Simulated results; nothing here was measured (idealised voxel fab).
Presented below is a process module, voxel released beams.
cross-section cut | 295 nm wide | cells 5 nm
A cross-section is written here as square cells arranged in a grid, and it is given in bands from the top down, each band taking up one or more rows of cells.
In this notation a band is specified by the heights of its top and bottom, in that order and in nm, after which its materials appear from left to right, each paired with its width in nm. The word "everywhere" attached to a single material means that material fills the band from edge to edge; the word "empty" stands for empty space.
Heads up on the height convention: 0 is the point under which the incoming wafer is all one material, and the lowest band has no bottom, it just keeps going down, like "0 down".
Width spec "30 to 40" -> top row of cells at first value, bottom row at second value, equal per-row change in between.
When a step is marked "no alterations made", none of the cells in the cross-section changed during that step.
"Fully enclosed voids" lists enclosed empty spaces (at least 8 cells, no open path upward to the top), each as width x height at distance from the left edge, in nm.
Read whatever lies past the settings on a step's line as the simulator's own remark about the step.
overlay nm: step with mask; distance mask lay right of planned place; negative value = left of planned place.

Steps in the process plan:
1,RECEIVE with material Si
2,CONFORMAL_DEP with material Al2O3, thk nm 5
3,DIRECTIONAL_DEP with material SiO2, thk nm 15
4,DIRECTIONAL_DEP with material aC, thk nm 15
5,PATTERN with tone open, mask id ANCHOR, material resist, width nm 40, thk nm 35, overlay nm 0
6,DIRECTIONAL_ETCH with etch materials aC, depth nm 15
7,STRIP with etch materials resist
8,DIRECTIONAL_ETCH with etch materials SiO2, depth nm 15
9,STRIP with etch materials aC
10,CONFORMAL_DEP with material SiN, thk nm 5
11,DIRECTIONAL_DEP with material aC, thk nm 15
12,PATTERN with tone cover, mask id BEAM, material resist, width nm 95, thk nm 30, overlay nm 0
13,DIRECTIONAL_ETCH with etch materials aC, depth nm 15
14,STRIP with etch materials resist
15,DIRECTIONAL_ETCH with etch materials SiN, depth nm 15
16,STRIP with etch materials aC
17,STRIP with etch materials SiO2
For clarity, it should be stated that the wafers under discussion commence in an identical condition and differ with respect to the thk nm of step 10, the plan indicating the value that the first wafer had.

As-received state after step 1, first of several wafers, cross-section:
* 0 down = Si everywhere
* Fully enclosed voids: none

For your reference, the table is organized with a row per wafer; each row reflects the wafer at the end of the module, indicating for each material the cells gained (+) or lost (-) since receipt, and thereafter its closed voids:
thk nm 5 | +59 Al2O3 | +25 SiN | Fully enclosed voids: none
thk nm 10 | +59 Al2O3 | +50 SiN | Fully enclosed voids: none
thk nm 15 | +59 Al2O3 | +75 SiN | Fully enclosed voids: none
thk nm 20 | +59 Al2O3 | +140 SiN | +153 SiO2 | Fully enclosed voids: none
thk nm 25 | +59 Al2O3 | +199 SiN | +153 SiO2 | Fully enclosed voids: none
thk nm 30 | +59 Al2O3 | +258 SiN | +153 SiO2 | Fully enclosed voids: none
